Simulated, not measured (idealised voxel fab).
This section sets out a process module, namely voxel self aligned vias.
Each square cell in cross-section cut measures 5 nm, and the section as a whole is 270 nm wide.
Bands, listed from the top down, are how a cross-section gets written in this document; the cross-section itself is a grid of square cells, and a band is one or more rows of them. A band entry consists of two parts. The first gives the height of the band's top and the height of its bottom, in nm. The rest lists the band's materials from left to right, each with its width in nm. A single material labelled with the word "throughout" fills the band from edge to edge, and the word "air" marks empty space. The reference from which all heights are counted is 0, the level beneath which the as-received wafer is entirely one material; the lowest band, having no lower bound, proceeds downward and is written after the example "z 0 and below". A width such as "30->40" changes by the same amount from each row of cells to the next, from the band's top row to its bottom row. "nothing different" (step): cross-section cells unchanged, all of them. Empty spaces counting at least 8 cells and having no open way to the top are listed in "Enclosed cavity list". The notation width x height at distance is used for each, the distance being from the left edge and all three values in nm. Note: text after step settings on the step line = simulator remark on that step. overlay nm: mask right of planned place by this much (step with mask). Neg. = left.
-- These are the steps we planned for the process
step 1: RECEIVE,material Si
step 2: CONFORMAL_DEP,material SiO2,thk nm 15
step 3: CONFORMAL_DEP,material SiCN,thk nm 5
step 4: DIRECTIONAL_DEP,material SiO2,thk nm 20
step 5: DIRECTIONAL_DEP,material aC,thk nm 10
step 6: PATTERN,tone open,mask id LINES,material resist,width nm 30,pitch nm 70,thk nm 25,overlay nm 0
step 7: DIRECTIONAL_ETCH,etch materials aC,depth nm 10
step 8: STRIP,etch materials resist
step 9: DIRECTIONAL_ETCH,etch materials SiO2,depth nm 20
step 10: STRIP,etch materials aC
step 11: CONFORMAL_DEP,material TiN,thk nm 5
step 12: FILL_DEP,material Ru,thk nm 5
step 13: CMP,height nm 40
step 14: SELECTIVE_ETCH,etch materials W Ru TiN,depth nm 10
step 15: FILL_DEP,material SiN,thk nm 10
step 16: CMP,height nm 40
step 17: DIRECTIONAL_DEP,material SiO2,thk nm 20
step 18: PATTERN,tone open,mask id VIAS,material resist,width nm 50,thk nm 15,overlay nm 0
step 19: DIRECTIONAL_ETCH,etch materials SiO2,depth nm 20
step 20: DIRECTIONAL_ETCH,etch materials SiN,depth nm 10
step 21: STRIP,etch materials resist
step 22: CONFORMAL_DEP,material TiN,thk nm 5
step 23: FILL_DEP,material W,thk nm 10
step 24: CMP,height nm 60
step 25: CONFORMAL_DEP,material SiCN,thk nm 5
-- Wafer as received: cross-section following step 1
	z 0 and below | Si throughout
	Enclosed cavity list: none
-- First of two wafers at the end of the module, shown in cross-section; run carried out as planned
	z 65 to 60 | SiCN throughout
	z 60 to 45 | SiO2 75 nm, TiN 5 nm, W 40 nm, TiN 5 nm, SiO2 145 nm
	z 45 to 40 | SiO2 75 nm, TiN 15 nm, W 20 nm, TiN 15 nm, SiO2 145 nm
	z 40 to 35 | SiO2 85 nm, TiN 5 nm, W 20 nm, TiN 5 nm, SiO2 40 nm, SiN 30 nm, SiO2 85 nm
	z 35 to 30 | SiO2 85 nm, TiN 30 nm, SiO2 40 nm, SiN 30 nm, SiO2 85 nm
	z 30 to 25 | SiO2 85 nm, TiN 5 nm, Ru 20 nm, TiN 5 nm, SiO2 40 nm, TiN 5 nm, Ru 20 nm, TiN 5 nm, SiO2 85 nm
	z 25 to 20 | SiO2 85 nm, TiN 30 nm, SiO2 40 nm, TiN 30 nm, SiO2 85 nm
	z 20 to 15 | SiCN throughout
	z 15 to 0 | SiO2 throughout
	z 0 and below | Si throughout
	Enclosed cavity list: none
-- Now the second wafer, cross-sectioned at the end of the module. Nothing different at the start, nothing different in the plan compared with the first, just one mistake when it was actually run
	z 65 to 60 | SiCN throughout
	z 60 to 40 | SiO2 75 nm, TiN 5 nm, W 40 nm, TiN 5 nm, SiO2 145 nm
	z 40 to 35 | SiN 75 nm, TiN 5 nm, W 40 nm, TiN 5 nm, SiN 145 nm
	z 35 to 30 | SiN 75 nm, TiN 50 nm, SiN 145 nm
	z 30 to 20 | TiN throughout
	z 20 to 15 | SiCN throughout
	z 15 to 0 | SiO2 throughout
	z 0 and below | Si throughout
	Enclosed cavity list: none
Against the plan, the run slipped here: step 4 changed vs plan, executed as DIRECTIONAL_DEP,material TiN,thk nm 20
At the finish, the second wafer shows more or fewer cells for some materials than the first does: Ru: 8 fewer; SiN: 76 more; SiO2: 168 fewer; TiN: 92 more; W: 8 more
